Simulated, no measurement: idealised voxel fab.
process module | voxel transistor to metal
cross-section cut | 200 nm wide | cells 5 nm
A cross-section is a grid of square cells, given in bands from the top down. A band is one or more rows of cells.
Each band's line starts with the height of the band's top and of its bottom, in nm. Then come its materials from left to right, each with its width in nm. One material with "throughout" fills the band from edge to edge. "air" is empty space.
Height 0 is the level under which the wafer as received is all one material. The lowest band goes on downwards, as in "0 down".
A width such as "30 to 40" changes by the same amount from each row of cells to the next, from the band's top row to its bottom row.
"no change" after a step means that no cell of the cross-section changed.
closed voids: empty space of 8 cells or more with no open way to the top, each as width x height at its distance from the left edge, in nm
after a step's settings: what the simulator itself notes on the step
overlay nm, on a step with a mask: how far to the right of its planned place the mask lay; to the left if negative
plan
1 op RECEIVE | material Si
2 op CONFORMAL_DEP | material SiO2 | thk nm 5
3 op CONFORMAL_DEP | material SiN | thk nm 15
4 op MASKED_ETCH | tone cover | mask id ACTIVE | width nm 115 | etch materials SiN | depth nm 15 | overlay nm 0
5 op MASKED_ETCH | tone cover | mask id ACTIVE | width nm 115 | etch materials SiO2 | depth nm 5 | overlay nm 0
6 op MASKED_ETCH | tone cover | mask id ACTIVE | width nm 115 | etch materials Si | depth nm 20 | overlay nm 0
7 op FILL_DEP | material SiO2 | thk nm 15
8 op CMP | height nm 20
9 op SELECTIVE_ETCH | etch materials SiO2 | depth nm 10
10 op STRIP | etch materials SiN
11 op SELECTIVE_ETCH | etch materials SiO2 | depth nm 5
12 op OXIDIZE | depth nm 5
13 op DIRECTIONAL_DEP | material polySi | thk nm 25
14 op DIRECTIONAL_DEP | material SiCN | thk nm 10
15 op MASKED_ETCH | tone cover | mask id GATE | width nm 25 | etch materials SiCN | depth nm 20 | overlay nm 0
16 op MASKED_ETCH | tone cover | mask id GATE | width nm 25 | etch materials polySi | depth nm 35 | overlay nm 0
17 op CONFORMAL_DEP | material SiN | thk nm 10
18 op DIRECTIONAL_ETCH | etch materials SiN | depth nm 10
19 op DIRECTIONAL_ETCH | etch materials SiO2 | depth nm 5
20 op EPI | material SiGe | thk nm 5
21 op FILL_DEP | material SiO2 | thk nm 5
22 op CMP | height nm 35
23 op DIRECTIONAL_DEP | material SiO2 | thk nm 10
24 op PATTERN | tone open | mask id CONTACT | material resist | width nm 20 | pitch nm 85 | thk nm 15 | overlay nm 0
25 op DIRECTIONAL_ETCH | etch materials SiO2 | depth nm 45
26 op STRIP | etch materials resist
27 op CONFORMAL_DEP | material TiN | thk nm 5
28 op FILL_DEP | material W | thk nm 10
29 op CMP | height nm 45
30 op DIRECTIONAL_DEP | material TiN | thk nm 5
31 op DIRECTIONAL_DEP | material Ru | thk nm 20
32 op DIRECTIONAL_DEP | material aC | thk nm 10
33 op PATTERN | tone cover | mask id METAL_1 | material resist | width nm 20 | pitch nm 85 | thk nm 25 | overlay nm 0
34 op DIRECTIONAL_ETCH | etch materials aC | depth nm 10
35 op STRIP | etch materials resist
36 op DIRECTIONAL_ETCH | etch materials Ru | depth nm 20
37 op DIRECTIONAL_ETCH | etch materials TiN | depth nm 5
38 op STRIP | etch materials aC
39 op CONFORMAL_DEP | material SiN | thk nm 5
40 op FILL_DEP | material SiO2 | thk nm 5
41 op CMP | height nm 70
42 op CONFORMAL_DEP | material SiCN | thk nm 5
first wafer, as planned
as received, after step 1
  0 down: Si throughout
  closed voids: none
after step 2
  5 to 0: SiO2 throughout
  below 0: unchanged
after step 3
  20 to 5: SiN throughout
  below 5: unchanged
after step 4
  20 to 5: air 40 | SiN 115 | air 45
  below 5: unchanged
after step 5
  20 to 5: air 40 | SiN 115 | air 45
  5 to 0: air 40 | SiO2 115 | air 45
  below 0: unchanged
after step 6
  20 to 5: air 40 | SiN 115 | air 45
  5 to 0: air 40 | SiO2 115 | air 45
  0 to -20: air 40 | Si 115 | air 45
  below -20: unchanged
after step 7
  35 to 20: SiO2 throughout
  20 to 5: SiO2 40 | SiN 115 | SiO2 45
  5 to 0: SiO2 throughout
  0 to -20: SiO2 40 | Si 115 | SiO2 45
  below -20: unchanged
after step 8
  20 to 5: SiO2 40 | SiN 115 | SiO2 45
  below 5: unchanged
after step 9
  20 to 10: air 40 | SiN 115 | air 45
  below 10: unchanged
after step 10
  10 to 5: SiO2 40 | air 115 | SiO2 45
  below 5: unchanged
after step 11
  5 to 0: SiO2 35 | air 125 | SiO2 40
  below 0: unchanged
after step 12
  5 to 0: SiO2 35 | air 125 | SiO2 40
  0 to -5: SiO2 throughout
  below -5: unchanged
after step 13
  30 to 25: polySi 35 | air 125 | polySi 40
  25 to 5: polySi throughout
  5 to 0: SiO2 35 | polySi 125 | SiO2 40
  below 0: unchanged
after step 14
  40 to 35: SiCN 35 | air 125 | SiCN 40
  35 to 30: SiCN throughout
  30 to 25: polySi 35 | SiCN 125 | polySi 40
  below 25: unchanged
after step 15
  35 to 30: air 85 | SiCN 25 | air 90
  30 to 25: polySi 35 | air 50 | SiCN 25 | air 50 | polySi 40
  below 25: unchanged
after step 16
  35 to 25: air 85 | SiCN 25 | air 90
  25 to 5: air 85 | polySi 25 | air 90
  5 to 0: SiO2 35 | air 50 | polySi 25 | air 50 | SiO2 40
  below 0: unchanged
after step 17
  45 to 35: air 75 | SiN 45 | air 80
  35 to 25: air 75 | SiN 10 | SiCN 25 | SiN 10 | air 80
  25 to 15: air 75 | SiN 10 | polySi 25 | SiN 10 | air 80
  15 to 10: SiN 45 | air 30 | SiN 10 | polySi 25 | SiN 10 | air 30 | SiN 50
  10 to 5: SiN 85 | polySi 25 | SiN 90
  5 to 0: SiO2 35 | SiN 50 | polySi 25 | SiN 50 | SiO2 40
  below 0: unchanged
after step 18
  35 to 25: air 75 | SiN 10 | SiCN 25 | SiN 10 | air 80
  25 to 5: air 75 | SiN 10 | polySi 25 | SiN 10 | air 80
  5 to 0: SiO2 35 | SiN 10 | air 30 | SiN 10 | polySi 25 | SiN 10 | air 30 | SiN 10 | SiO2 40
  below 0: unchanged
after step 19
  35 to 25: air 75 | SiN 10 | SiCN 25 | SiN 10 | air 80
  25 to 5: air 75 | SiN 10 | polySi 25 | SiN 10 | air 80
  5 to 0: air 35 | SiN 10 | air 30 | SiN 10 | polySi 25 | SiN 10 | air 30 | SiN 10 | air 40
  0 to -5: SiO2 45 | air 30 | SiO2 45 | air 30 | SiO2 50
  below -5: unchanged
after step 20
  35 to 25: air 75 | SiN 10 | SiCN 25 | SiN 10 | air 80
  25 to 5: air 75 | SiN 10 | polySi 25 | SiN 10 | air 80
  5 to 0: air 35 | SiN 10 | air 30 | SiN 10 | polySi 25 | SiN 10 | air 30 | SiN 10 | air 40
  0 to -5: SiO2 45 | SiGe 30 | SiO2 45 | SiGe 30 | SiO2 50
  below -5: unchanged
after step 21
  40 to 35: SiO2 throughout
  35 to 25: SiO2 75 | SiN 10 | SiCN 25 | SiN 10 | SiO2 80
  25 to 5: SiO2 75 | SiN 10 | polySi 25 | SiN 10 | SiO2 80
  5 to 0: SiO2 35 | SiN 10 | SiO2 30 | SiN 10 | polySi 25 | SiN 10 | SiO2 30 | SiN 10 | SiO2 40
  below 0: unchanged
after step 22
  35 to 25: SiO2 75 | SiN 10 | SiCN 25 | SiN 10 | SiO2 80
  below 25: unchanged
after step 23
  45 to 35: SiO2 throughout
  below 35: unchanged
after step 24
  60 to 45: resist 45 | air 20 | resist 65 | air 20 | resist 50
  below 45: unchanged
after step 25
  60 to 45: resist 45 | air 20 | resist 65 | air 20 | resist 50
  45 to 35: SiO2 45 | air 20 | SiO2 65 | air 20 | SiO2 50
  35 to 25: SiO2 45 | air 20 | SiO2 10 | SiN 10 | SiCN 25 | SiN 10 | SiO2 10 | air 20 | SiO2 50
  25 to 5: SiO2 45 | air 20 | SiO2 10 | SiN 10 | polySi 25 | SiN 10 | SiO2 10 | air 20 | SiO2 50
  5 to 0: SiO2 35 | SiN 10 | air 20 | SiO2 10 | SiN 10 | polySi 25 | SiN 10 | SiO2 10 | air 20 | SiN 10 | SiO2 40
  below 0: unchanged
after step 26
  45 to 35: SiO2 45 | air 20 | SiO2 65 | air 20 | SiO2 50
  below 35: unchanged
after step 27
  50 to 45: TiN 50 | air 10 | TiN 75 | air 10 | TiN 55
  45 to 35: SiO2 45 | TiN 5 | air 10 | TiN 5 | SiO2 65 | TiN 5 | air 10 | TiN 5 | SiO2 50
  35 to 25: SiO2 45 | TiN 5 | air 10 | TiN 5 | SiO2 10 | SiN 10 | SiCN 25 | SiN 10 | SiO2 10 | TiN 5 | air 10 | TiN 5 | SiO2 50
  25 to 5: SiO2 45 | TiN 5 | air 10 | TiN 5 | SiO2 10 | SiN 10 | polySi 25 | SiN 10 | SiO2 10 | TiN 5 | air 10 | TiN 5 | SiO2 50
  5 to 0: SiO2 35 | SiN 10 | TiN 20 | SiO2 10 | SiN 10 | polySi 25 | SiN 10 | SiO2 10 | TiN 20 | SiN 10 | SiO2 40
  below 0: unchanged
after step 28
  60 to 50: W throughout
  50 to 45: TiN 50 | W 10 | TiN 75 | W 10 | TiN 55
  45 to 35: SiO2 45 | TiN 5 | W 10 | TiN 5 | SiO2 65 | TiN 5 | W 10 | TiN 5 | SiO2 50
  35 to 25: SiO2 45 | TiN 5 | W 10 | TiN 5 | SiO2 10 | SiN 10 | SiCN 25 | SiN 10 | SiO2 10 | TiN 5 | W 10 | TiN 5 | SiO2 50
  25 to 5: SiO2 45 | TiN 5 | W 10 | TiN 5 | SiO2 10 | SiN 10 | polySi 25 | SiN 10 | SiO2 10 | TiN 5 | W 10 | TiN 5 | SiO2 50
  below 5: unchanged
after step 29
  45 to 35: SiO2 45 | TiN 5 | W 10 | TiN 5 | SiO2 65 | TiN 5 | W 10 | TiN 5 | SiO2 50
  below 35: unchanged
after step 30
  50 to 45: TiN throughout
  below 45: unchanged
after step 31
  70 to 50: Ru throughout
  below 50: unchanged
after step 32
  80 to 70: aC throughout
  below 70: unchanged
after step 33
  105 to 80: air 45 | resist 20 | air 65 | resist 20 | air 50
  below 80: unchanged
after step 34
  95 to 80: air 45 | resist 20 | air 65 | resist 20 | air 50
  80 to 70: air 45 | aC 20 | air 65 | aC 20 | air 50
  below 70: unchanged
after step 35
  80 to 70: air 45 | aC 20 | air 65 | aC 20 | air 50
  below 70: unchanged
after step 36
  80 to 70: air 45 | aC 20 | air 65 | aC 20 | air 50
  70 to 50: air 45 | Ru 20 | air 65 | Ru 20 | air 50
  below 50: unchanged
after step 37
  80 to 70: air 45 | aC 20 | air 65 | aC 20 | air 50
  70 to 50: air 45 | Ru 20 | air 65 | Ru 20 | air 50
  50 to 45: air 45 | TiN 20 | air 65 | TiN 20 | air 50
  below 45: unchanged
after step 38
  70 to 50: air 45 | Ru 20 | air 65 | Ru 20 | air 50
  below 50: unchanged
after step 39
  75 to 70: air 40 | SiN 30 | air 55 | SiN 30 | air 45
  70 to 50: air 40 | SiN 5 | Ru 20 | SiN 5 | air 55 | SiN 5 | Ru 20 | SiN 5 | air 45
  50 to 45: SiN 45 | TiN 20 | SiN 65 | TiN 20 | SiN 50
  below 45: unchanged
after step 40
  80 to 75: SiO2 throughout
  75 to 70: SiO2 40 | SiN 30 | SiO2 55 | SiN 30 | SiO2 45
  70 to 50: SiO2 40 | SiN 5 | Ru 20 | SiN 5 | SiO2 55 | SiN 5 | Ru 20 | SiN 5 | SiO2 45
  below 50: unchanged
after step 41
  70 to 50: SiO2 40 | SiN 5 | Ru 20 | SiN 5 | SiO2 55 | SiN 5 | Ru 20 | SiN 5 | SiO2 45
  below 50: unchanged
after step 42
  75 to 70: SiCN throughout
  below 70: unchanged
second wafer: like start, like plan, one mistake. Through step 28 it matches the first wafer
when step 29 should have ended: no change
when step 30 should have ended
  65 to 60: TiN throughout
  below 60: unchanged
when step 31 should have ended
  85 to 65: Ru throughout
  below 65: unchanged
when step 32 should have ended
  95 to 85: aC throughout
  below 85: unchanged
when step 33 should have ended
  120 to 95: air 45 | resist 20 | air 65 | resist 20 | air 50
  below 95: unchanged
when step 34 should have ended
  110 to 95: air 45 | resist 20 | air 65 | resist 20 | air 50
  95 to 85: air 45 | aC 20 | air 65 | aC 20 | air 50
  below 85: unchanged
when step 35 should have ended
  95 to 85: air 45 | aC 20 | air 65 | aC 20 | air 50
  below 85: unchanged
when step 36 should have ended
  95 to 85: air 45 | aC 20 | air 65 | aC 20 | air 50
  85 to 65: air 45 | Ru 20 | air 65 | Ru 20 | air 50
  below 65: unchanged
when step 37 should have ended
  95 to 85: air 45 | aC 20 | air 65 | aC 20 | air 50
  85 to 65: air 45 | Ru 20 | air 65 | Ru 20 | air 50
  65 to 60: air 45 | TiN 20 | air 65 | TiN 20 | air 50
  below 60: unchanged
when step 38 should have ended
  85 to 65: air 45 | Ru 20 | air 65 | Ru 20 | air 50
  below 65: unchanged
when step 39 should have ended
  90 to 85: air 40 | SiN 30 | air 55 | SiN 30 | air 45
  85 to 65: air 40 | SiN 5 | Ru 20 | SiN 5 | air 55 | SiN 5 | Ru 20 | SiN 5 | air 45
  65 to 60: SiN 45 | TiN 20 | SiN 65 | TiN 20 | SiN 50
  below 60: unchanged
when step 40 should have ended
  95 to 90: SiO2 throughout
  90 to 85: SiO2 40 | SiN 30 | SiO2 55 | SiN 30 | SiO2 45
  85 to 65: SiO2 40 | SiN 5 | Ru 20 | SiN 5 | SiO2 55 | SiN 5 | Ru 20 | SiN 5 | SiO2 45
  below 65: unchanged
when step 41 should have ended
  70 to 65: SiO2 40 | SiN 5 | Ru 20 | SiN 5 | SiO2 55 | SiN 5 | Ru 20 | SiN 5 | SiO2 45
  below 65: unchanged
when step 42 should have ended
  75 to 70: SiCN throughout
  below 70: unchanged
what went wrong: step 29 was left out
at the end the second wafer has, in cells: 24 fewer of Ru | 12 fewer of SiN | 84 fewer of SiO2 | 36 more of TiN | 84 more of W
